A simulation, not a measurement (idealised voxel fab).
The name of this process module is voxel plated lines.
For reference, the cross-section in this document is cut, with width 265 nm and square cells of 5 nm.
Notation: cross-section as square-cell grid; stated in bands, top first, going down; one or more cell rows per band. Read a band's entry like this: the first values are the height of its top and the height of its bottom in nm, and what follows is the sequence of materials from left to right, each with its width in nm. Note that "blank" is empty space, and that a single material marked "full width" reaches across the band from edge to edge. For the purposes of this specification, 0 denotes the height below which the wafer in its as-received condition is composed wholly of one material, and the lowermost band, lacking a lower limit, extends downward without end, as expressed in "0 and below". Per-row width for "30 to 40": begins at first number (top row of band), ends at second number (bottom row), increment between rows held constant. A step reported as "everything unchanged" is a step in which no cell of the cross-section changed. Heads up: "Enclosed internal cavities" only lists the empty pockets with no open path to the top that are 8 cells or more, and it writes them as width x height at distance, distance from the left edge, in nm. That trailing text on a step's line, after the settings, is the simulator's own remark on the step. The setting "overlay nm" may be written on the line of a step. When the step uses a mask, the value reports how far to the right of the planned place the mask lay, and a negative value reports that it lay to the left.

**Planned step list for the process**
step 1: RECEIVE with material Si
step 2: CONFORMAL_DEP with material SiO2, thk nm 5
step 3: DIRECTIONAL_DEP with material TiN, thk nm 5
step 4: PATTERN with tone open, mask id LINES, material resist, width nm 15, pitch nm 40, thk nm 25, overlay nm 0
step 5: EPI with material Ru, thk nm 5
step 6: EPI with material Ru, thk nm 5
step 7: STRIP with etch materials resist
step 8: DIRECTIONAL_ETCH with etch materials TiN, depth nm 5
step 9: CONFORMAL_DEP with material SiCN, thk nm 10
Heads up: all these wafers start the same, and what changes between them is the width nm in step 4. The value you see in the plan is just what the first wafer got.

**The as-received cross-section of the first of several wafers corresponds to the state after step 1**
> 0 and below: Si full width
> Enclosed internal cavities: none

**Cross-section after step 9, the final step of the module, for the first of several wafers**
> 30 down to 20: 95 nm blank  35 nm SiCN  5 nm blank  35 nm SiCN  95 nm blank
> 20 down to 15: 95 nm blank  10 nm SiCN  15 nm Ru  10 nm SiCN  5 nm blank  10 nm SiCN  15 nm Ru  10 nm SiCN  95 nm blank
> 15 down to 10: 105 nm SiCN  15 nm Ru  25 nm SiCN  15 nm Ru  105 nm SiCN
> 10 down to 5: 105 nm SiCN  15 nm TiN  25 nm SiCN  15 nm TiN  105 nm SiCN
> 5 down to 0: SiO2 full width
> 0 and below: Si full width
> Enclosed internal cavities: none

**Here we cross-sectioned the last of the wafers once the module was done**
> 30 down to 20: 90 nm blank  85 nm SiCN  90 nm blank
> 20 down to 15: 90 nm blank  10 nm SiCN  25 nm Ru  15 nm SiCN  25 nm Ru  10 nm SiCN  90 nm blank
> 15 down to 10: 100 nm SiCN  25 nm Ru  15 nm SiCN  25 nm Ru  100 nm SiCN
> 10 down to 5: 100 nm SiCN  25 nm TiN  15 nm SiCN  25 nm TiN  100 nm SiCN
> 5 down to 0: SiO2 full width
> 0 and below: Si full width
> Enclosed internal cavities: none

**Below is a per-wafer table. In it, each row describes the wafer at the end of the module by giving, for each material, the number of cells gained (+) or lost (-) since the wafer was received, and after that the closed voids of the wafer**
width nm 15 | +12 Ru | +130 SiCN | +53 SiO2 | +6 TiN | Enclosed internal cavities: none
width nm 20 | +16 Ru | +130 SiCN | +53 SiO2 | +8 TiN | Enclosed internal cavities: none
width nm 25 | +20 Ru | +127 SiCN | +53 SiO2 | +10 TiN | Enclosed internal cavities: none
